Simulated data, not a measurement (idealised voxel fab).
Process module in this document: voxel air gaps
The figure presents cross-section cut, which has a width of 215 nm and is divided into square cells with an edge length of 5 nm.
Cross-section = grid of square cells, listed top down in bands; band = one or more rows.
Heights first: top, then bottom, in nm. Then materials, left to right, each with a width in nm. "everywhere" on a single material: fills the band edge to edge. "air": empty space.
Heights are expressed relative to 0, this being the level below which the as-received wafer comprises one material exclusively. The lowest band is unbounded in the downward direction and is denoted as in "0 -> down".
So if you see something like "30->40" for the width, read it as the top row of the band sitting at the first number and the bottom row at the second, with every row in between moving by the same amount as the last.
Given "all unchanged" for a step, no cell of the cross-section differs between before and after that step.
Empty spaces without an open route to the top, at least 8 cells in extent, make up the entry "closed voids"; each is given as width x height at distance, where the distance is measured from the left edge, and all are in nm.
Step line, after settings: the simulator's comment on this step.
overlay nm: for a step with a mask, the amount by which the mask lay right of where it was planned; a negative amount means left of it.
Planned step list for the process:
1,RECEIVE with material Si
2,CONFORMAL_DEP with material SiO2, thk nm 15
3,CONFORMAL_DEP with material SiN, thk nm 5
4,DIRECTIONAL_DEP with material SiO2, thk nm 40
5,MASKED_ETCH with tone open, mask id LINES, width nm 25, pitch nm 55, etch materials SiO2, depth nm 40, overlay nm 0
6,CONFORMAL_DEP with material TiN, thk nm 5
7,FILL_DEP with material Cu, thk nm 5
8,CMP with height nm 60
9,EPI with material Ru, thk nm 10
10,SELECTIVE_ETCH with etch materials SiO2, depth nm 50
11,CONFORMAL_DEP with material SiCN, thk nm 5
Cross-section of the wafer upon arrival, representing the state reached after step 1:
- 0 -> down: Si everywhere
- closed voids: none
Module complete - cross-section of the first of two wafers, run according to plan:
- 75 -> 70: 25 nm air / 165 nm SiCN / 25 nm air
- 70 -> 60: 25 nm air / 5 nm SiCN / 45 nm Ru / 10 nm SiCN / 45 nm Ru / 10 nm SiCN / 45 nm Ru / 5 nm SiCN / 25 nm air
- 60 -> 55: 25 nm air / 15 nm SiCN / 5 nm TiN / 15 nm Cu / 5 nm TiN / 30 nm SiCN / 5 nm TiN / 15 nm Cu / 5 nm TiN / 30 nm SiCN / 5 nm TiN / 15 nm Cu / 5 nm TiN / 15 nm SiCN / 25 nm air
- 55 -> 25: 35 nm air / 5 nm SiCN / 5 nm TiN / 15 nm Cu / 5 nm TiN / 5 nm SiCN / 20 nm air / 5 nm SiCN / 5 nm TiN / 15 nm Cu / 5 nm TiN / 5 nm SiCN / 20 nm air / 5 nm SiCN / 5 nm TiN / 15 nm Cu / 5 nm TiN / 5 nm SiCN / 35 nm air
- 25 -> 20: 40 nm SiCN / 25 nm TiN / 30 nm SiCN / 25 nm TiN / 30 nm SiCN / 25 nm TiN / 40 nm SiCN
- 20 -> 15: SiN everywhere
- 15 -> 0: SiO2 everywhere
- 0 -> down: Si everywhere
- closed voids: 20 x 30 at 70; 20 x 30 at 125
Presented here is a cross-section of the second of the two wafers as it stood at the end of the module. It was started in the same manner and assigned the same plan as the first wafer; however, one mistake was made in its execution:
- 70 -> 60: 30 nm air / 45 nm Ru / 10 nm air / 45 nm Ru / 10 nm air / 45 nm Ru / 30 nm air
- 60 -> 25: 40 nm air / 5 nm TiN / 15 nm Cu / 5 nm TiN / 30 nm air / 5 nm TiN / 15 nm Cu / 5 nm TiN / 30 nm air / 5 nm TiN / 15 nm Cu / 5 nm TiN / 40 nm air
- 25 -> 20: 40 nm air / 25 nm TiN / 30 nm air / 25 nm TiN / 30 nm air / 25 nm TiN / 40 nm air
- 20 -> 15: SiN everywhere
- 15 -> 0: SiO2 everywhere
- 0 -> down: Si everywhere
- closed voids: none
Plan not followed: heads up, step 11 of the plan was skipped and never actually ran
Cell-count delta at end, second wafer over first, by material: SiCN: 127 fewer
The first wafer finishes with 2 closed voids, while the second finishes with 0.
